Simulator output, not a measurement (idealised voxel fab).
Process module, titled voxel ribs on slabs
Cross-section cut spans 220 nm and uses square cells 5 nm in size.
Each cross-section below is a grid of square cells, stated as bands in top-down order, with one or more rows of cells making up each band. Band: top and bottom heights (nm) first, top before bottom; then materials from left to right, widths in nm. "all across" marks a sole material filling the band edge to edge. "blank" denotes empty space. It should be noted that heights are counted from 0, beneath which the wafer as supplied is of one material throughout, and that the lowest band possesses no lower boundary but continues downward, as written in "0 down". A width such as "30 to 40" changes by the same amount from each row of cells to the next, from the band's top row to its bottom row. "left unchanged", as given for a step, is the statement that not any cell of the cross-section underwent a change during that step. Closed empty spaces (no open way to the top) of 8 cells or more are what "Cavities, sealed" lists, each as width x height at distance from the left edge, nm for all three. Text after the settings on a step's line: the simulator's own remark on that step. You can add "overlay nm" to a step's line. For a step with a mask, it describes how far the mask lay to the right of its planned position, and a negative number describes a lay to the left.

The planned process steps are enumerated hereunder
- 1: RECEIVE: material Si
- 2: DIRECTIONAL_DEP: material SiO2, thk nm 20
- 3: DIRECTIONAL_DEP: material polySi, thk nm 25
- 4: PATTERN: tone cover, mask id RIB, material resist, width nm 25, thk nm 20, overlay nm 0
- 5: DIRECTIONAL_ETCH: etch materials polySi, depth nm 5
- 6: STRIP: etch materials resist
- 7: MASKED_ETCH: tone cover, mask id SLAB, width nm 75, etch materials polySi, depth nm 20, overlay nm 0
- 8: FILL_DEP: material SiO2, thk nm 20
- 9: CMP: height nm 55
- 10: DIRECTIONAL_DEP: material W, thk nm 10
- 11: DIRECTIONAL_DEP: material aC, thk nm 10
- 12: PATTERN: tone cover, mask id HEATER, material resist, width nm 35, thk nm 30, overlay nm 0
- 13: DIRECTIONAL_ETCH: etch materials aC, depth nm 10
- 14: STRIP: etch materials resist
- 15: DIRECTIONAL_ETCH: etch materials W, depth nm 10
- 16: STRIP: etch materials aC
- 17: CONFORMAL_DEP: material SiN, thk nm 5

Delivered wafer in cross-section: state after step 1
    0 down: Si all across
    Cavities, sealed: none

Final cross-section, module run with one mistake (start and plan as above)
    70 to 65: blank: 85, then SiN: 45, then blank: 90
    65 to 60: blank: 85, then SiN: 5, then W: 35, then SiN: 5, then blank: 90
    60 to 55: SiN: 90, then W: 35, then SiN: 95
    55 to 25: SiO2 all across
    25 to 0: polySi all across
    0 down: Si all across
    Cavities, sealed: none
Here's what went sideways: step 2 ran in the slot meant for step 3, and vice versa
